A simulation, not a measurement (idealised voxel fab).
The document below concerns the process module designated voxel ribs on slabs.
215 nm wide, 5 nm square cells: that's cross-section cut.
The cross-sections in this document take the form of a grid made of square cells. They are written out as bands, in order from top to bottom. Each band consists of one or more rows of cells.
Top height, bottom height, nm. Materials left to right, width each, nm. Single material + "all across" = fills band edge to edge. "empty" = empty.
Convention: height 0 is the level below which the wafer, as received, is all one material. The lowest band does not terminate at the bottom but continues downward, represented as "0 down".
Quick explanation for "30 to 40": the width changes in equal steps down the rows of cells, from the first number in the band's top row to the second number in its bottom row.
A step reported as "identical to before" is a step in which no cell of the cross-section changed.
In "Enclosed internal voids" the enclosed voids are listed, meaning empty spaces of 8 cells or larger without any opening to the top. The form is width x height at distance, distance from the left edge, units nm.
On each step's line, the part that comes after the settings is the simulator's own comment on the step.
The optional step-line setting "overlay nm" applies to steps with a mask and quantifies how far to the right of its planned location the mask lay, a negative value indicating leftward placement.
Steps in the process plan:
1. RECEIVE: material Si
2. DIRECTIONAL_DEP: material SiO2, thk nm 20
3. DIRECTIONAL_DEP: material polySi, thk nm 25
4. PATTERN: tone cover, mask id RIB, material resist, width nm 30, thk nm 20, overlay nm 0
5. DIRECTIONAL_ETCH: etch materials polySi, depth nm 20
6. STRIP: etch materials resist
7. MASKED_ETCH: tone cover, mask id SLAB, width nm 70, etch materials polySi, depth nm 5, overlay nm 0
8. FILL_DEP: material SiO2, thk nm 25
9. CMP: height nm 65
10. DIRECTIONAL_DEP: material W, thk nm 10
11. MASKED_ETCH: tone cover, mask id HEATER, width nm 40, etch materials W, depth nm 10, overlay nm 0
12. CONFORMAL_DEP: material SiO2, thk nm 10
Here's what the wafer looked like in cross-section when it arrived - that's after step 1:
- 0 down = Si all across
- Enclosed internal voids: none
Here's the cross-section of the first of our two wafers at the end of the module - it ran as planned:
- 85 to 75 = 75 nm empty | 60 nm SiO2 | 80 nm empty
- 75 to 65 = 85 nm SiO2 | 40 nm W | 90 nm SiO2
- 65 to 45 = SiO2 all across
- 45 to 25 = 90 nm SiO2 | 30 nm polySi | 95 nm SiO2
- 25 to 20 = 70 nm SiO2 | 70 nm polySi | 75 nm SiO2
- 20 to 0 = SiO2 all across
- 0 down = Si all across
- Enclosed internal voids: none
Module end: cross-section of wafer two of two. Same start and process plan as the first wafer. One mistake during execution:
- 85 to 75 = 75 nm empty | 60 nm SiO2 | 80 nm empty
- 75 to 65 = 85 nm SiO2 | 40 nm W | 90 nm SiO2
- 65 to 50 = SiO2 all across
- 50 to 30 = 90 nm SiO2 | 30 nm polySi | 95 nm SiO2
- 30 to 25 = 70 nm SiO2 | 70 nm polySi | 75 nm SiO2
- 25 to 0 = SiO2 all across
- 0 down = Si all across
- Enclosed internal voids: none
Nonconformance to the process plan: step 2 was run on a setting that differed from the plan, and what really ran there is DIRECTIONAL_DEP: material SiO2, thk nm 25
In the final comparison it is observed that the number of cells assigned to each material is identical for the two wafers, whereas their placement is not.
